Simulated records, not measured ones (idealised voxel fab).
process module | voxel capacitor over wiring
cross-section cut | 270 nm wide | cells 5 nm
A cross-section is a grid of square cells, given in bands from the top down. A band is one or more rows of cells.
Each band's line starts with the height of the band's top and of its bottom, in nm. Then come its materials from left to right, each with its width in nm. One material with "throughout" fills the band from edge to edge. "air" is empty space.
Height 0 is the level under which the wafer as received is all one material. The lowest band goes on downwards, as in "0 down".
A width such as "30 to 40" changes by the same amount from each row of cells to the next, from the band's top row to its bottom row.
"no change" after a step means that no cell of the cross-section changed.
closed voids: empty space of 8 cells or more with no open way to the top, each as width x height at its distance from the left edge, in nm
after a step's settings: what the simulator itself notes on the step
overlay nm, on a step with a mask: how far to the right of its planned place the mask lay; to the left if negative
plan
1 op RECEIVE | material Si
2 op CONFORMAL_DEP | material SiO2 | thk nm 15
3 op CONFORMAL_DEP | material SiN | thk nm 5
4 op DIRECTIONAL_DEP | material SiO2 | thk nm 20
5 op DIRECTIONAL_DEP | material aC | thk nm 15
6 op PATTERN | tone open | mask id METAL_1 | material resist | width nm 30 | pitch nm 80 | thk nm 35 | overlay nm 0
7 op DIRECTIONAL_ETCH | etch materials aC | depth nm 15
8 op STRIP | etch materials resist
9 op DIRECTIONAL_ETCH | etch materials SiO2 | depth nm 20
10 op DIRECTIONAL_ETCH | etch materials SiN | depth nm 5
11 op STRIP | etch materials aC
12 op CONFORMAL_DEP | material TiN | thk nm 5
13 op FILL_DEP | material Cu | thk nm 5
14 op CMP | height nm 40
15 op CONFORMAL_DEP | material SiCN | thk nm 5
16 op DIRECTIONAL_DEP | material lowk | thk nm 20
17 op MASKED_ETCH | tone open | mask id PLUG_1 | width nm 15 | etch materials lowk | depth nm 20 | overlay nm 0
18 op MASKED_ETCH | tone open | mask id PLUG_1 | width nm 15 | etch materials SiCN | depth nm 5 | overlay nm 0
19 op CONFORMAL_DEP | material TiN | thk nm 5
20 op FILL_DEP | material Cu | thk nm 5
21 op CMP | height nm 65
22 op DIRECTIONAL_DEP | material TiN | thk nm 10
23 op DIRECTIONAL_DEP | material HfO2 | thk nm 5
24 op DIRECTIONAL_DEP | material TiN | thk nm 5
25 op PATTERN | tone cover | mask id UPPER_PLATE | material resist | width nm 55 | thk nm 15 | overlay nm 0
26 op DIRECTIONAL_ETCH | etch materials TiN | depth nm 5
27 op DIRECTIONAL_ETCH | etch materials HfO2 | depth nm 5
28 op STRIP | etch materials resist
29 op DIRECTIONAL_DEP | material aC | thk nm 10
30 op PATTERN | tone cover | mask id LOWER_PLATE | material resist | width nm 65 | thk nm 25 | overlay nm 0
31 op DIRECTIONAL_ETCH | etch materials aC | depth nm 10
32 op STRIP | etch materials resist
33 op DIRECTIONAL_ETCH | etch materials TiN | depth nm 10
34 op STRIP | etch materials aC
35 op FILL_DEP | material SiO2 | thk nm 15
36 op CMP | height nm 95
37 op DIRECTIONAL_DEP | material aC | thk nm 10
38 op PATTERN | tone open | mask id PLUG_2 | material resist | width nm 15 | thk nm 30 | overlay nm 0
39 op DIRECTIONAL_ETCH | etch materials aC | depth nm 10
40 op STRIP | etch materials resist
41 op DIRECTIONAL_ETCH | etch materials SiO2 | depth nm 10
42 op STRIP | etch materials aC
43 op CONFORMAL_DEP | material TiN | thk nm 5
44 op FILL_DEP | material Ru | thk nm 5
45 op CMP | height nm 95
46 op CONFORMAL_DEP | material SiN | thk nm 5
as received, after step 1
  0 down: Si throughout
  closed voids: none
a wafer at the end: this start, this plan, one mistake
  100 to 95: SiN throughout
  95 to 90: SiO2 105 | TiN 5 | Ru 5 | TiN 5 | SiO2 150
  90 to 80: SiO2 105 to 100 | TiN 15 to 50 | SiO2 150 to 120
  80 to 75: SiO2 95 | HfO2 55 | SiO2 120
  75 to 65: SiO2 95 | TiN 70 | SiO2 105
  65 to 45: lowk 95 | TiN 5 | Cu 5 | TiN 5 | lowk 160
  45 to 40: SiCN 95 | TiN 15 | SiCN 160
  40 to 20: SiO2 80 | TiN 5 | Cu 20 | TiN 5 | SiO2 50 | TiN 5 | Cu 20 | TiN 5 | SiO2 80
  20 to 15: SiN 80 | TiN 30 | SiN 50 | TiN 30 | SiN 80
  15 to 0: SiO2 throughout
  0 down: Si throughout
  closed voids: none
what went wrong: step 30 ran as: op PATTERN | tone cover | mask id LOWER_PLATE | material resist | width nm 65 | thk nm 25 | overlay nm 10
